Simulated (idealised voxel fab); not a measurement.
Module name: voxel self aligned vias (process module)
It is cross-section cut that appears here, measuring 155 nm in width, its square cells being 5 nm in size.
For the purposes of this document, a cross-section shall be understood as a grid of square cells, specified as bands listed in top-to-bottom order, each band consisting of one or more rows of cells. Within each band entry, the heights of the top and of the bottom of the band appear first, in that order and in nm; the materials of the band then follow from left to right, each with its corresponding width in nm. The designation "edge to edge" on a single material indicates that it fills the band from edge to edge; the designation "air" indicates empty space. A quick word on heights: they are counted from 0, and under that level the wafer as it came to us is one material throughout. The lowest band is different from the rest in having no bottom; it simply continues downward, written as in "0..down". Graded width ("30 to 40"): value in top row of band = first number; value in bottom row = second number; row-to-row change constant. "no modification" after a step means that no cell of the cross-section changed. Empty spaces counting at least 8 cells and having no open way to the top are listed in "Fully sealed voids". The notation width x height at distance is used for each, the distance being from the left edge and all three values in nm. That trailing text on a step's line, after the settings, is the simulator's own remark on the step. overlay nm: on a step with a mask, how far right of its planned place the mask lay; negative means left.

**The following list gives the planned process steps**
1,RECEIVE,material Si
2,CONFORMAL_DEP,material SiO2,thk nm 15
3,CONFORMAL_DEP,material SiCN,thk nm 5
4,DIRECTIONAL_DEP,material lowk,thk nm 30
5,DIRECTIONAL_DEP,material aC,thk nm 15
6,PATTERN,tone open,mask id LINES,material resist,width nm 25,pitch nm 75,thk nm 35,overlay nm 0
7,DIRECTIONAL_ETCH,etch materials aC,depth nm 15
8,STRIP,etch materials resist
9,DIRECTIONAL_ETCH,etch materials lowk,depth nm 30
10,STRIP,etch materials aC
11,CONFORMAL_DEP,material TiN,thk nm 5
12,FILL_DEP,material Ru,thk nm 5
13,CMP,height nm 50
14,SELECTIVE_ETCH,etch materials W Ru TiN,depth nm 5
15,FILL_DEP,material SiN,thk nm 10
16,CMP,height nm 50
17,DIRECTIONAL_DEP,material lowk,thk nm 20
18,DIRECTIONAL_DEP,material aC,thk nm 10
19,PATTERN,tone open,mask id VIAS,material resist,width nm 45,pitch nm 75,thk nm 30,overlay nm 0
20,DIRECTIONAL_ETCH,etch materials aC,depth nm 10
21,STRIP,etch materials resist
22,DIRECTIONAL_ETCH,etch materials lowk,depth nm 20
23,DIRECTIONAL_ETCH,etch materials SiN,depth nm 5
24,STRIP,etch materials aC
25,CONFORMAL_DEP,material TiN,thk nm 5
26,FILL_DEP,material Ru,thk nm 10
27,CMP,height nm 70
28,CONFORMAL_DEP,material SiCN,thk nm 5

**Cross-section of the wafer at receipt, which is the condition after step 1**
0..down: Si edge to edge
Fully sealed voids: none

**Cross-sectional result after module completion. Note: starting condition and plan are unchanged from above; one processing mistake was made**
75..70: SiCN edge to edge
70..55: lowk 15 nm / TiN 5 nm / Ru 35 nm / TiN 5 nm / lowk 30 nm / TiN 5 nm / Ru 35 nm / TiN 5 nm / lowk 20 nm
55..50: lowk 15 nm / TiN 45 nm / lowk 30 nm / TiN 45 nm / lowk 20 nm
50..45: SiN 15 nm / TiN 15 nm / Ru 15 nm / TiN 15 nm / SiN 30 nm / TiN 15 nm / Ru 15 nm / TiN 15 nm / SiN 20 nm
45..25: lowk 25 nm / TiN 5 nm / Ru 15 nm / TiN 5 nm / lowk 50 nm / TiN 5 nm / Ru 15 nm / TiN 5 nm / lowk 30 nm
25..20: lowk 25 nm / TiN 25 nm / lowk 50 nm / TiN 25 nm / lowk 30 nm
20..15: SiCN edge to edge
15..0: SiO2 edge to edge
0..down: Si edge to edge
Fully sealed voids: none
What broke from the plan during processing? heads up, step 14 didn't go per plan, it actually ran as SELECTIVE_ETCH,etch materials lowk,depth nm 5
